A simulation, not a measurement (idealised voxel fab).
process module | voxel capacitor over wiring
cross-section cut | 145 nm wide | cells 5 nm
A cross-section is a grid of square cells, given in bands from the top down. A band is one or more rows of cells.
Each band's line starts with the height of the band's top and of its bottom, in nm. Then come its materials from left to right, each with its width in nm. One material with "throughout" fills the band from edge to edge. "air" is empty space.
Height 0 is the level under which the wafer as received is all one material. The lowest band goes on downwards, as in "0 down".
A width such as "30 to 40" changes by the same amount from each row of cells to the next, from the band's top row to its bottom row.
"no change" after a step means that no cell of the cross-section changed.
closed voids: empty space of 8 cells or more with no open way to the top, each as width x height at its distance from the left edge, in nm
after a step's settings: what the simulator itself notes on the step
overlay nm, on a step with a mask: how far to the right of its planned place the mask lay; to the left if negative
plan
1 op RECEIVE | material Si
2 op CONFORMAL_DEP | material SiO2 | thk nm 15
3 op CONFORMAL_DEP | material SiN | thk nm 5
4 op DIRECTIONAL_DEP | material SiO2 | thk nm 15
5 op MASKED_ETCH | tone open | mask id METAL_1 | width nm 25 | pitch nm 75 | etch materials SiO2 | depth nm 15 | overlay nm 0
6 op MASKED_ETCH | tone open | mask id METAL_1 | width nm 25 | pitch nm 75 | etch materials SiN | depth nm 5 | overlay nm 0
7 op CONFORMAL_DEP | material TiN | thk nm 5
8 op FILL_DEP | material Ru | thk nm 10
9 op CMP | height nm 35
10 op CONFORMAL_DEP | material SiCN | thk nm 5
11 op DIRECTIONAL_DEP | material lowk | thk nm 15
12 op PATTERN | tone open | mask id PLUG_1 | material resist | width nm 15 | thk nm 15 | overlay nm 0
13 op DIRECTIONAL_ETCH | etch materials lowk | depth nm 15
14 op DIRECTIONAL_ETCH | etch materials SiCN | depth nm 5
15 op STRIP | etch materials resist
16 op EPI | material Ru | thk nm 10
17 op EPI | material Ru | thk nm 10
18 op DIRECTIONAL_DEP | material TiN | thk nm 5
19 op DIRECTIONAL_DEP | material HfO2 | thk nm 5
20 op DIRECTIONAL_DEP | material TiN | thk nm 10
21 op DIRECTIONAL_DEP | material aC | thk nm 15
22 op PATTERN | tone cover | mask id UPPER_PLATE | material resist | width nm 55 | thk nm 30 | overlay nm 0
23 op DIRECTIONAL_ETCH | etch materials aC | depth nm 15
24 op STRIP | etch materials resist
25 op DIRECTIONAL_ETCH | etch materials TiN | depth nm 10
26 op DIRECTIONAL_ETCH | etch materials HfO2 | depth nm 5
27 op STRIP | etch materials aC
28 op MASKED_ETCH | tone cover | mask id LOWER_PLATE | width nm 65 | etch materials TiN | depth nm 5 | overlay nm 0
29 op FILL_DEP | material SiO2 | thk nm 15
30 op CMP | height nm 85
31 op MASKED_ETCH | tone open | mask id PLUG_2 | width nm 15 | etch materials SiO2 | depth nm 10 | overlay nm 0
32 op CONFORMAL_DEP | material TiN | thk nm 5
33 op FILL_DEP | material W | thk nm 5
34 op CMP | height nm 85
35 op CONFORMAL_DEP | material SiN | thk nm 5
first wafer, as planned
as received, after step 1
  0 down: Si throughout
  closed voids: none
after step 2
  15 to 0: SiO2 throughout
  below 0: unchanged
after step 3
  20 to 15: SiN throughout
  below 15: unchanged
after step 4
  35 to 20: SiO2 throughout
  below 20: unchanged
after step 5
  35 to 20: SiO2 20 | air 25 | SiO2 50 | air 25 | SiO2 25
  below 20: unchanged
after step 6
  35 to 20: SiO2 20 | air 25 | SiO2 50 | air 25 | SiO2 25
  20 to 15: SiN 20 | air 25 | SiN 50 | air 25 | SiN 25
  below 15: unchanged
after step 7
  40 to 35: TiN 25 | air 15 | TiN 60 | air 15 | TiN 30
  35 to 20: SiO2 20 | TiN 5 | air 15 | TiN 5 | SiO2 50 | TiN 5 | air 15 | TiN 5 | SiO2 25
  20 to 15: SiN 20 | TiN 25 | SiN 50 | TiN 25 | SiN 25
  below 15: unchanged
after step 8
  50 to 40: Ru throughout
  40 to 35: TiN 25 | Ru 15 | TiN 60 | Ru 15 | TiN 30
  35 to 20: SiO2 20 | TiN 5 | Ru 15 | TiN 5 | SiO2 50 | TiN 5 | Ru 15 | TiN 5 | SiO2 25
  below 20: unchanged
after step 9
  35 to 20: SiO2 20 | TiN 5 | Ru 15 | TiN 5 | SiO2 50 | TiN 5 | Ru 15 | TiN 5 | SiO2 25
  below 20: unchanged
after step 10
  40 to 35: SiCN throughout
  below 35: unchanged
after step 11
  55 to 40: lowk throughout
  below 40: unchanged
after step 12
  70 to 55: resist 30 | air 15 | resist 100
  below 55: unchanged
after step 13
  70 to 55: resist 30 | air 15 | resist 100
  55 to 40: lowk 30 | air 15 | lowk 100
  below 40: unchanged
after step 14
  70 to 55: resist 30 | air 15 | resist 100
  55 to 40: lowk 30 | air 15 | lowk 100
  40 to 35: SiCN 30 | air 15 | SiCN 100
  below 35: unchanged
after step 15
  55 to 40: lowk 30 | air 15 | lowk 100
  below 40: unchanged
after step 16
  55 to 45: lowk 30 | air 15 | lowk 100
  45 to 40: lowk 30 | Ru 15 | lowk 100
  40 to 35: SiCN 30 | Ru 15 | SiCN 100
  below 35: unchanged
after step 17
  55 to 40: lowk 30 | Ru 15 | lowk 100
  below 40: unchanged
after step 18
  60 to 55: TiN throughout
  below 55: unchanged
after step 19
  65 to 60: HfO2 throughout
  below 60: unchanged
after step 20
  75 to 65: TiN throughout
  below 65: unchanged
after step 21
  90 to 75: aC throughout
  below 75: unchanged
after step 22
  120 to 90: air 30 | resist 55 | air 60
  below 90: unchanged
after step 23
  105 to 90: air 30 | resist 55 | air 60
  90 to 75: air 30 | aC 55 | air 60
  below 75: unchanged
after step 24
  90 to 75: air 30 | aC 55 | air 60
  below 75: unchanged
after step 25
  90 to 75: air 30 | aC 55 | air 60
  75 to 65: air 30 | TiN 55 | air 60
  below 65: unchanged
after step 26
  90 to 75: air 30 | aC 55 | air 60
  75 to 65: air 30 | TiN 55 | air 60
  65 to 60: air 30 | HfO2 55 | air 60
  below 60: unchanged
after step 27
  75 to 65: air 30 | TiN 55 | air 60
  below 65: unchanged
after step 28
  75 to 65: air 30 | TiN 55 | air 60
  65 to 60: air 30 | HfO2 55 | air 60
  60 to 55: air 25 | TiN 65 | air 55
  below 55: unchanged
after step 29
  90 to 75: SiO2 throughout
  75 to 65: SiO2 30 | TiN 55 | SiO2 60
  65 to 60: SiO2 30 | HfO2 55 | SiO2 60
  60 to 55: SiO2 25 | TiN 65 | SiO2 55
  below 55: unchanged
after step 30
  85 to 75: SiO2 throughout
  below 75: unchanged
after step 31
  85 to 75: SiO2 40 | air 15 | SiO2 90
  below 75: unchanged
after step 32
  90 to 85: TiN 45 | air 5 | TiN 95
  85 to 80: SiO2 40 | TiN 5 | air 5 | TiN 5 | SiO2 90
  80 to 75: SiO2 40 | TiN 15 | SiO2 90
  below 75: unchanged
after step 33
  95 to 90: W throughout
  90 to 85: TiN 45 | W 5 | TiN 95
  85 to 80: SiO2 40 | TiN 5 | W 5 | TiN 5 | SiO2 90
  below 80: unchanged
after step 34
  85 to 80: SiO2 40 | TiN 5 | W 5 | TiN 5 | SiO2 90
  below 80: unchanged
after step 35
  90 to 85: SiN throughout
  below 85: unchanged
second wafer: like start, like plan, one mistake. Through step 12 it matches the first wafer
when step 13 should have ended
  70 to 55: resist 30 | air 15 | resist 100
  55 to 45: lowk 30 | air 15 | lowk 100
  below 45: unchanged
when step 14 should have ended: no change
when step 15 should have ended
  55 to 45: lowk 30 | air 15 | lowk 100
  below 45: unchanged
when step 16 should have ended: no change
when step 17 should have ended: no change
when step 18 should have ended
  60 to 55: TiN 30 | air 15 | TiN 100
  55 to 50: lowk 30 | air 15 | lowk 100
  50 to 45: lowk 30 | TiN 15 | lowk 100
  below 45: unchanged
when step 19 should have ended
  65 to 60: HfO2 30 | air 15 | HfO2 100
  60 to 55: TiN 30 | air 15 | TiN 100
  55 to 50: lowk 30 | HfO2 15 | lowk 100
  below 50: unchanged
when step 20 should have ended
  75 to 65: TiN 30 | air 15 | TiN 100
  65 to 60: HfO2 30 | TiN 15 | HfO2 100
  60 to 55: TiN throughout
  below 55: unchanged
when step 21 should have ended
  90 to 80: aC 30 | air 15 | aC 100
  80 to 75: aC throughout
  75 to 65: TiN 30 | aC 15 | TiN 100
  below 65: unchanged
when step 22 should have ended
  120 to 90: air 30 | resist 55 | air 60
  90 to 80: aC 30 | resist 15 | aC 100
  below 80: unchanged
when step 23 should have ended
  105 to 90: air 30 | resist 55 | air 60
  90 to 80: air 30 | resist 15 | aC 40 | air 60
  80 to 75: air 30 | aC 55 | air 60
  below 75: unchanged
when step 24 should have ended
  90 to 80: air 45 | aC 40 | air 60
  below 80: unchanged
when step 25 should have ended
  90 to 80: air 45 | aC 40 | air 60
  80 to 75: air 30 | aC 55 | air 60
  75 to 65: air 30 | aC 15 | TiN 40 | air 60
  below 65: unchanged
when step 26 should have ended
  90 to 80: air 45 | aC 40 | air 60
  80 to 75: air 30 | aC 55 | air 60
  75 to 65: air 30 | aC 15 | TiN 40 | air 60
  65 to 60: air 30 | TiN 15 | HfO2 40 | air 60
  below 60: unchanged
when step 27 should have ended
  75 to 65: air 45 | TiN 40 | air 60
  below 65: unchanged
when step 28 should have ended
  75 to 65: air 45 | TiN 40 | air 60
  65 to 60: air 30 | TiN 15 | HfO2 40 | air 60
  60 to 55: air 25 | TiN 65 | air 55
  below 55: unchanged
when step 29 should have ended
  90 to 75: SiO2 throughout
  75 to 65: SiO2 45 | TiN 40 | SiO2 60
  65 to 60: SiO2 30 | TiN 15 | HfO2 40 | SiO2 60
  60 to 55: SiO2 25 | TiN 65 | SiO2 55
  below 55: unchanged
when step 30 should have ended
  85 to 75: SiO2 throughout
  below 75: unchanged
when step 31 should have ended
  85 to 75: SiO2 40 | air 15 | SiO2 90
  below 75: unchanged
when step 32 should have ended
  90 to 85: TiN 45 | air 5 | TiN 95
  85 to 80: SiO2 40 | TiN 5 | air 5 | TiN 5 | SiO2 90
  80 to 75: SiO2 40 | TiN 15 | SiO2 90
  below 75: unchanged
when step 33 should have ended
  95 to 90: W throughout
  90 to 85: TiN 45 | W 5 | TiN 95
  85 to 80: SiO2 40 | TiN 5 | W 5 | TiN 5 | SiO2 90
  below 80: unchanged
when step 34 should have ended
  85 to 80: SiO2 40 | TiN 5 | W 5 | TiN 5 | SiO2 90
  below 80: unchanged
when step 35 should have ended
  90 to 85: SiN throughout
  below 85: unchanged
what went wrong: step 13 ran as: op DIRECTIONAL_ETCH | etch materials lowk | depth nm 10
at the end the second wafer has, in cells: 12 fewer of Ru | 3 more of SiCN | 6 more of SiO2 | 3 more of lowk
